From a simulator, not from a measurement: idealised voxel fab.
process module | voxel air gaps
cross-section cut | 280 nm wide | cells 5 nm
A cross-section is a grid of square cells, given in bands from the top down. A band is one or more rows of cells.
Each band's line starts with the height of the band's top and of its bottom, in nm. Then come its materials from left to right, each with its width in nm. One material with "throughout" fills the band from edge to edge. "air" is empty space.
Height 0 is the level under which the wafer as received is all one material. The lowest band goes on downwards, as in "0 down".
A width such as "30 to 40" changes by the same amount from each row of cells to the next, from the band's top row to its bottom row.
"no change" after a step means that no cell of the cross-section changed.
closed voids: empty space of 8 cells or more with no open way to the top, each as width x height at its distance from the left edge, in nm
after a step's settings: what the simulator itself notes on the step
overlay nm, on a step with a mask: how far to the right of its planned place the mask lay; to the left if negative
plan
1 op RECEIVE | material Si
2 op CONFORMAL_DEP | material SiO2 | thk nm 10
3 op CONFORMAL_DEP | material SiCN | thk nm 5
4 op DIRECTIONAL_DEP | material lowk | thk nm 30
5 op PATTERN | tone open | mask id LINES | material resist | width nm 20 | pitch nm 45 | thk nm 15 | overlay nm 0
6 op DIRECTIONAL_ETCH | etch materials lowk | depth nm 30
7 op STRIP | etch materials resist
8 op CONFORMAL_DEP | material TiN | thk nm 5
9 op FILL_DEP | material Cu | thk nm 5
10 op CMP | height nm 45
11 op EPI | material Ru | thk nm 10
12 op SELECTIVE_ETCH | etch materials lowk | depth nm 40
13 op CONFORMAL_DEP | material SiCN | thk nm 5
as received, after step 1
  0 down: Si throughout
  closed voids: none
first wafer at the end, as planned
  60 to 55: air 45 | SiCN 185 | air 50
  55 to 45: air 45 | SiCN 5 | Ru 40 | SiCN 5 | Ru 40 | SiCN 5 | Ru 40 | SiCN 5 | Ru 40 | SiCN 5 | air 50
  45 to 40: air 45 | SiCN 15 | TiN 5 | Cu 10 | TiN 5 | SiCN 25 | TiN 5 | Cu 10 | TiN 5 | SiCN 25 | TiN 5 | Cu 10 | TiN 5 | SiCN 25 | TiN 5 | Cu 10 | TiN 5 | SiCN 15 | air 50
  40 to 20: air 55 | SiCN 5 | TiN 5 | Cu 10 | TiN 5 | SiCN 5 | air 15 | SiCN 5 | TiN 5 | Cu 10 | TiN 5 | SiCN 5 | air 15 | SiCN 5 | TiN 5 | Cu 10 | TiN 5 | SiCN 5 | air 15 | SiCN 5 | TiN 5 | Cu 10 | TiN 5 | SiCN 5 | air 60
  20 to 15: SiCN 60 | TiN 20 | SiCN 25 | TiN 20 | SiCN 25 | TiN 20 | SiCN 25 | TiN 20 | SiCN 65
  15 to 10: SiCN throughout
  10 to 0: SiO2 throughout
  0 down: Si throughout
  closed voids: 15 x 20 at 85; 15 x 20 at 130; 15 x 20 at 175
second wafer at the end: like start, like plan, one mistake
  55 to 50: air 50 | SiCN 40 | air 5 | SiCN 40 | air 5 | SiCN 40 | air 5 | SiCN 40 | air 55
  50 to 45: air 50 | SiCN 5 | Ru 30 | SiCN 5 | air 5 | SiCN 5 | Ru 30 | SiCN 5 | air 5 | SiCN 5 | Ru 30 | SiCN 5 | air 5 | SiCN 5 | Ru 30 | SiCN 5 | air 55
  45 to 40: air 50 | SiCN 10 | TiN 5 | Cu 10 | TiN 5 | SiCN 10 | air 5 | SiCN 10 | TiN 5 | Cu 10 | TiN 5 | SiCN 10 | air 5 | SiCN 10 | TiN 5 | Cu 10 | TiN 5 | SiCN 10 | air 5 | SiCN 10 | TiN 5 | Cu 10 | TiN 5 | SiCN 10 | air 55
  40 to 20: air 55 | SiCN 5 | TiN 5 | Cu 10 | TiN 5 | SiCN 5 | air 15 | SiCN 5 | TiN 5 | Cu 10 | TiN 5 | SiCN 5 | air 15 | SiCN 5 | TiN 5 | Cu 10 | TiN 5 | SiCN 5 | air 15 | SiCN 5 | TiN 5 | Cu 10 | TiN 5 | SiCN 5 | air 60
  20 to 15: SiCN 60 | TiN 20 | SiCN 25 | TiN 20 | SiCN 25 | TiN 20 | SiCN 25 | TiN 20 | SiCN 65
  15 to 10: SiCN throughout
  10 to 0: SiO2 throughout
  0 down: Si throughout
  closed voids: none
what went wrong: step 11 ran as: op EPI | material Ru | thk nm 5
at the end the second wafer has, in cells: 40 fewer of Ru | 12 fewer of SiCN
closed voids at the end (first wafer, second wafer): 3, 0
